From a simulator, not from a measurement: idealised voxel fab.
Proc. module: voxel gate over fins
Section cut is 275 nm wide and gridded with 5 nm square cells.
In this document a cross-section is written as a grid of square cells. It is given as a series of bands, listed from the top down, and a band is one or more rows of cells.
It is stipulated that each band's entry specify, in nanometres, the height of the top of the band and then that of its bottom, followed by the materials of the band in left-to-right sequence, each together with its width in nanometres. A single material marked by the word "throughout" is understood to fill the band from edge to edge; the word "air" is understood to denote empty space.
It should be noted that heights are counted from 0, beneath which the wafer as supplied is of one material throughout, and that the lowest band possesses no lower boundary but continues downward, as written in "0 -> down".
A width given as "30..40" starts at the first number in the band's top row and ends at the second number in its bottom row, shifting by an equal amount at every step from row to row.
Basically "everything unchanged" means that step didn't change any cell in the cross-section.
Under "Enclosed cavity list" you'll find the enclosed gaps, the ones with no way out to the top, that are 8 cells or bigger; each reads width x height at distance, with distance counted from the left edge, everything in nm.
Heads up: the bit after the settings on a step's line is the simulator's remark on that step.
For masked steps, "overlay nm" on the step line gives how far right of plan the mask actually lay; a minus sign means it lay to the left.

Here's what the planned process steps look like
| 1 | op RECEIVE | material Si |
| 2 | op CONFORMAL_DEP | material SiN | thk nm 10 |
| 3 | op DIRECTIONAL_DEP | material aC | thk nm 15 |
| 4 | op PATTERN | tone cover | mask id FINS | material resist | width nm 15 | pitch nm 60 | thk nm 30 | overlay nm 0 |
| 5 | op DIRECTIONAL_ETCH | etch materials aC | depth nm 15 |
| 6 | op STRIP | etch materials resist |
| 7 | op DIRECTIONAL_ETCH | etch materials SiN | depth nm 10 |
| 8 | op DIRECTIONAL_ETCH | etch materials Si | depth nm 30 |
| 9 | op STRIP | etch materials aC |
| 10 | op FILL_DEP | material SiO2 | thk nm 10 |
| 11 | op CMP | height nm 10 |
| 12 | op DIRECTIONAL_DEP | material aC | thk nm 15 |
| 13 | op PATTERN | tone open | mask id RAIL | material resist | width nm 15 | thk nm 35 | overlay nm 0 |
| 14 | op DIRECTIONAL_ETCH | etch materials aC | depth nm 15 |
| 15 | op STRIP | etch materials resist |
| 16 | op DIRECTIONAL_ETCH | etch materials SiO2 | depth nm 35 |
| 17 | op STRIP | etch materials aC |
| 18 | op CONFORMAL_DEP | material TiN | thk nm 5 |
| 19 | op FILL_DEP | material W | thk nm 10 |
| 20 | op CMP | height nm 10 |
| 21 | op SELECTIVE_ETCH | etch materials W Ru TiN | depth nm 25 |
| 22 | op FILL_DEP | material SiO2 | thk nm 5 |
| 23 | op CMP | height nm 10 |
| 24 | op SELECTIVE_ETCH | etch materials SiO2 | depth nm 20 |
| 25 | op STRIP | etch materials SiN |
| 26 | op CONFORMAL_DEP | material HfO2 | thk nm 5 |
| 27 | op CONFORMAL_DEP | material TiN | thk nm 5 |
| 28 | op CONFORMAL_DEP | material TiAl | thk nm 5 |
| 29 | op CONFORMAL_DEP | material TiN | thk nm 5 |
| 30 | op FILL_DEP | material W | thk nm 15 |
| 31 | op CMP | height nm 30 |
| 32 | op CONFORMAL_DEP | material SiN | thk nm 10 |

Account of the first of two wafers, which was processed as intended

So this is the incoming wafer in cross-section - it's already been through step 1
    0 -> down | Si throughout
    Enclosed cavity list: none

The wafer, seen in cross-section, after step 2
    10 -> 0 | SiN throughout
    No changes below 0.

The wafer, seen in cross-section, after step 3
    25 -> 10 | aC throughout
    No changes below 10.

The wafer, seen in cross-section, after step 4
    55 -> 25 | air=100, resist=15, air=45, resist=15, air=100
    No changes below 25.

The wafer, seen in cross-section, after step 5
    40 -> 25 | air=100, resist=15, air=45, resist=15, air=100
    25 -> 10 | air=100, aC=15, air=45, aC=15, air=100
    No changes below 10.

The wafer, seen in cross-section, after step 6
    25 -> 10 | air=100, aC=15, air=45, aC=15, air=100
    No changes below 10.

The wafer, seen in cross-section, after step 7
    25 -> 10 | air=100, aC=15, air=45, aC=15, air=100
    10 -> 0 | air=100, SiN=15, air=45, SiN=15, air=100
    No changes below 0.

The wafer, seen in cross-section, after step 8
    25 -> 10 | air=100, aC=15, air=45, aC=15, air=100
    10 -> 0 | air=100, SiN=15, air=45, SiN=15, air=100
    0 -> -30 | air=100, Si=15, air=45, Si=15, air=100
    No changes below -30.

The wafer, seen in cross-section, after step 9
    10 -> 0 | air=100, SiN=15, air=45, SiN=15, air=100
    No changes below 0.

The wafer, seen in cross-section, after step 10
    20 -> 10 | SiO2 throughout
    10 -> 0 | SiO2=100, SiN=15, SiO2=45, SiN=15, SiO2=100
    0 -> -30 | SiO2=100, Si=15, SiO2=45, Si=15, SiO2=100
    No changes below -30.

The wafer, seen in cross-section, after step 11
    10 -> 0 | SiO2=100, SiN=15, SiO2=45, SiN=15, SiO2=100
    No changes below 0.

The wafer, seen in cross-section, after step 12
    25 -> 10 | aC throughout
    No changes below 10.

The wafer, seen in cross-section, after step 13
    60 -> 25 | resist=130, air=15, resist=130
    No changes below 25.

The wafer, seen in cross-section, after step 14
    45 -> 25 | resist=130, air=15, resist=130
    25 -> 10 | aC=130, air=15, aC=130
    No changes below 10.

The wafer, seen in cross-section, after step 15
    25 -> 10 | aC=130, air=15, aC=130
    No changes below 10.

The wafer, seen in cross-section, after step 16
    25 -> 10 | aC=130, air=15, aC=130
    10 -> 0 | SiO2=100, SiN=15, SiO2=15, air=15, SiO2=15, SiN=15, SiO2=100
    0 -> -25 | SiO2=100, Si=15, SiO2=15, air=15, SiO2=15, Si=15, SiO2=100
    No changes below -25.

The wafer, seen in cross-section, after step 17
    10 -> 0 | SiO2=100, SiN=15, SiO2=15, air=15, SiO2=15, SiN=15, SiO2=100
    No changes below 0.

The wafer, seen in cross-section, after step 18
    15 -> 10 | TiN=135, air=5, TiN=135
    10 -> 0 | SiO2=100, SiN=15, SiO2=15, TiN=5, air=5, TiN=5, SiO2=15, SiN=15, SiO2=100
    0 -> -20 | SiO2=100, Si=15, SiO2=15, TiN=5, air=5, TiN=5, SiO2=15, Si=15, SiO2=100
    -20 -> -25 | SiO2=100, Si=15, SiO2=15, TiN=15, SiO2=15, Si=15, SiO2=100
    No changes below -25.

The wafer, seen in cross-section, after step 19
    25 -> 15 | W throughout
    15 -> 10 | TiN=135, W=5, TiN=135
    10 -> 0 | SiO2=100, SiN=15, SiO2=15, TiN=5, W=5, TiN=5, SiO2=15, SiN=15, SiO2=100
    0 -> -20 | SiO2=100, Si=15, SiO2=15, TiN=5, W=5, TiN=5, SiO2=15, Si=15, SiO2=100
    No changes below -20.

The wafer, seen in cross-section, after step 20
    10 -> 0 | SiO2=100, SiN=15, SiO2=15, TiN=5, W=5, TiN=5, SiO2=15, SiN=15, SiO2=100
    No changes below 0.

The wafer, seen in cross-section, after step 21
    10 -> 0 | SiO2=100, SiN=15, SiO2=15, air=15, SiO2=15, SiN=15, SiO2=100
    0 -> -15 | SiO2=100, Si=15, SiO2=15, air=15, SiO2=15, Si=15, SiO2=100
    No changes below -15.

The wafer, seen in cross-section, after step 22
    15 -> 10 | SiO2 throughout
    10 -> 0 | SiO2=100, SiN=15, SiO2=45, SiN=15, SiO2=100
    0 -> -15 | SiO2=100, Si=15, SiO2=45, Si=15, SiO2=100
    No changes below -15.

The wafer, seen in cross-section, after step 23
    10 -> 0 | SiO2=100, SiN=15, SiO2=45, SiN=15, SiO2=100
    No changes below 0.

The wafer, seen in cross-section, after step 24
    10 -> 0 | air=100, SiN=15, air=45, SiN=15, air=100
    0 -> -10 | air=100, Si=15, air=45, Si=15, air=100
    No changes below -10.

The wafer, seen in cross-section, after step 25
    0 -> -10 | air=100, Si=15, air=45, Si=15, air=100
    No changes below -10.

The wafer, seen in cross-section, after step 26
    5 -> 0 | air=95, HfO2=25, air=35, HfO2=25, air=95
    0 -> -5 | air=95, HfO2=5, Si=15, HfO2=5, air=35, HfO2=5, Si=15, HfO2=5, air=95
    -5 -> -10 | HfO2=100, Si=15, HfO2=45, Si=15, HfO2=100
    No changes below -10.

The wafer, seen in cross-section, after step 27
    10 -> 5 | air=90, TiN=35, air=25, TiN=35, air=90
    5 -> 0 | air=90, TiN=5, HfO2=25, TiN=5, air=25, TiN=5, HfO2=25, TiN=5, air=90
    0 -> -5 | TiN=95, HfO2=5, Si=15, HfO2=5, TiN=35, HfO2=5, Si=15, HfO2=5, TiN=95
    No changes below -5.

The wafer, seen in cross-section, after step 28
    15 -> 10 | air=85, TiAl=45, air=15, TiAl=45, air=85
    10 -> 5 | air=85, TiAl=5, TiN=35, TiAl=5, air=15, TiAl=5, TiN=35, TiAl=5, air=85
    5 -> 0 | TiAl=90, TiN=5, HfO2=25, TiN=5, TiAl=25, TiN=5, HfO2=25, TiN=5, TiAl=90
    No changes below 0.

The wafer, seen in cross-section, after step 29
    20 -> 15 | air=80, TiN=55, air=5, TiN=55, air=80
    15 -> 10 | air=80, TiN=5, TiAl=45, TiN=5, air=5, TiN=5, TiAl=45, TiN=5, air=80
    10 -> 5 | TiN=85, TiAl=5, TiN=35, TiAl=5, TiN=15, TiAl=5, TiN=35, TiAl=5, TiN=85
    No changes below 5.

The wafer, seen in cross-section, after step 30
    35 -> 20 | W throughout
    20 -> 15 | W=80, TiN=55, W=5, TiN=55, W=80
    15 -> 10 | W=80, TiN=5, TiAl=45, TiN=5, W=5, TiN=5, TiAl=45, TiN=5, W=80
    No changes below 10.

The wafer, seen in cross-section, after step 31
    30 -> 20 | W throughout
    No changes below 20.

The wafer, seen in cross-section, after step 32
    40 -> 30 | SiN throughout
    No changes below 30.

Wafer two of the pair: same origin, same plan, one error during the run; identical to wafer one up to and including step 27

X-section, second wafer, when step 28 was due to finish
    15 -> 10 | air=85, aC=45, air=15, aC=45, air=85
    10 -> 5 | air=85, aC=5, TiN=35, aC=5, air=15, aC=5, TiN=35, aC=5, air=85
    5 -> 0 | aC=90, TiN=5, HfO2=25, TiN=5, aC=25, TiN=5, HfO2=25, TiN=5, aC=90
    No changes below 0.

X-section, second wafer, when step 29 was due to finish
    20 -> 15 | air=80, TiN=55, air=5, TiN=55, air=80
    15 -> 10 | air=80, TiN=5, aC=45, TiN=5, air=5, TiN=5, aC=45, TiN=5, air=80
    10 -> 5 | TiN=85, aC=5, TiN=35, aC=5, TiN=15, aC=5, TiN=35, aC=5, TiN=85
    No changes below 5.

X-section, second wafer, when step 30 was due to finish
    35 -> 20 | W throughout
    20 -> 15 | W=80, TiN=55, W=5, TiN=55, W=80
    15 -> 10 | W=80, TiN=5, aC=45, TiN=5, W=5, TiN=5, aC=45, TiN=5, W=80
    No changes below 10.

X-section, second wafer, when step 31 was due to finish
    30 -> 20 | W throughout
    No changes below 20.

X-section, second wafer, when step 32 was due to finish
    40 -> 30 | SiN throughout
    No changes below 30.
Misprocessing identified: planned and actual differ for step 28; actual: op CONFORMAL_DEP | material aC | thk nm 5
Counted in cells at the end, the second wafer holds more or fewer of these materials than the first: 63 fewer of TiAl, 63 more of aC
